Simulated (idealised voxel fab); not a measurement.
Process module name: voxel local oxidation
This is section cut - it's 280 nm across, gridded in 5 nm square cells.
Notation: cross-section as square-cell grid; stated in bands, top first, going down; one or more cell rows per band. Each band's line starts with the height of the band's top and of its bottom, in nm. Then come its materials from left to right, each with its width in nm. One material with "edge to edge" fills the band from edge to edge. "air" is empty space. Ref level 0: as-received wafer is one material below here. Bottom band extends down with no lower bound ("0 down"). Graded width ("30->40"): value in top row of band = first number; value in bottom row = second number; row-to-row change constant. "nothing got changed" -> step changed no cross-section cell. "Closed void list": sealed empty spaces, 8 cells or more, no open way to top, listed width x height at distance, with distance from the left edge and width, height and distance in nm. On each step's line, the part that comes after the settings is the simulator's own comment on the step. overlay nm: where the mask lay relative to plan, measured to the right, on steps with a mask; negatives go left.

Planned process steps
| 1 | RECEIVE [material Si] |
| 2 | CONFORMAL_DEP [material SiO2] [thk nm 5] |
| 3 | CONFORMAL_DEP [material SiN] [thk nm 10] |
| 4 | DIRECTIONAL_DEP [material aC] [thk nm 15] |
| 5 | PATTERN [tone cover] [mask id ACTIVE] [material resist] [width nm 90] [thk nm 35] [overlay nm 0] |
| 6 | DIRECTIONAL_ETCH [etch materials aC] [depth nm 15] |
| 7 | STRIP [etch materials resist] |
| 8 | DIRECTIONAL_ETCH [etch materials SiN] [depth nm 10] |
| 9 | STRIP [etch materials aC] |
| 10 | SELECTIVE_ETCH [etch materials SiO2] [depth nm 5] |
| 11 | OXIDIZE [depth nm 15] |
| 12 | STRIP [etch materials SiN] |

first wafer, as planned

The cross-section here shows the wafer as received, i.e. in its state after step 1
	0 down: Si edge to edge
	Closed void list: none

The wafer, seen in cross-section, after step 2
	5 to 0: SiO2 edge to edge
	Anything lower than 0 is untouched.

The wafer, seen in cross-section, after step 3
	15 to 5: SiN edge to edge
	Anything lower than 5 is untouched.

The wafer, seen in cross-section, after step 4
	30 to 15: aC edge to edge
	Anything lower than 15 is untouched.

The wafer, seen in cross-section, after step 5
	65 to 30: air=95 / resist=90 / air=95
	Anything lower than 30 is untouched.

The wafer, seen in cross-section, after step 6
	50 to 30: air=95 / resist=90 / air=95
	30 to 15: air=95 / aC=90 / air=95
	Anything lower than 15 is untouched.

The wafer, seen in cross-section, after step 7
	30 to 15: air=95 / aC=90 / air=95
	Anything lower than 15 is untouched.

The wafer, seen in cross-section, after step 8
	30 to 15: air=95 / aC=90 / air=95
	15 to 5: air=95 / SiN=90 / air=95
	Anything lower than 5 is untouched.

The wafer, seen in cross-section, after step 9
	15 to 5: air=95 / SiN=90 / air=95
	Anything lower than 5 is untouched.

The wafer, seen in cross-section, after step 10
	15 to 5: air=95 / SiN=90 / air=95
	5 to 0: air=100 / SiO2=80 / air=100
	Anything lower than 0 is untouched.

The wafer, seen in cross-section, after step 11
	15 to 5: air=95 / SiN=90 / air=95
	5 to 0: air=100 / SiO2=80 / air=100
	0 to -15: SiO2=115 / Si=50 / SiO2=115
	Anything lower than -15 is untouched.

The wafer, seen in cross-section, after step 12
	5 to 0: air=100 / SiO2=80 / air=100
	Anything lower than 0 is untouched.

Here the second wafer is described. Its start and its plan were those of the first wafer. Its run contained one mistake. Up to and including step 9, it did exactly what the first wafer did

Cross-section, second wafer, at the end time the plan gives for step 10
	15 to 5: air=95 / SiN=90 / air=95
	5 to 0: air=110 / SiO2=60 / air=110
	Anything lower than 0 is untouched.

Cross-section, second wafer, at the end time the plan gives for step 11
	15 to 5: air=95 / SiN=90 / air=95
	5 to 0: air=110 / SiO2=60 / air=110
	0 to -15: SiO2=125 / Si=30 / SiO2=125
	Anything lower than -15 is untouched.

Cross-section, second wafer, at the end time the plan gives for step 12
	5 to 0: air=110 / SiO2=60 / air=110
	Anything lower than 0 is untouched.
The mistake made against the process plan was this: step 10: run off-plan, actual operation and settings SELECTIVE_ETCH [etch materials SiO2] [depth nm 15]
Wafer comparison, final, in cells, second relative to first, materials more or fewer: 12 fewer of Si; 8 more of SiO2
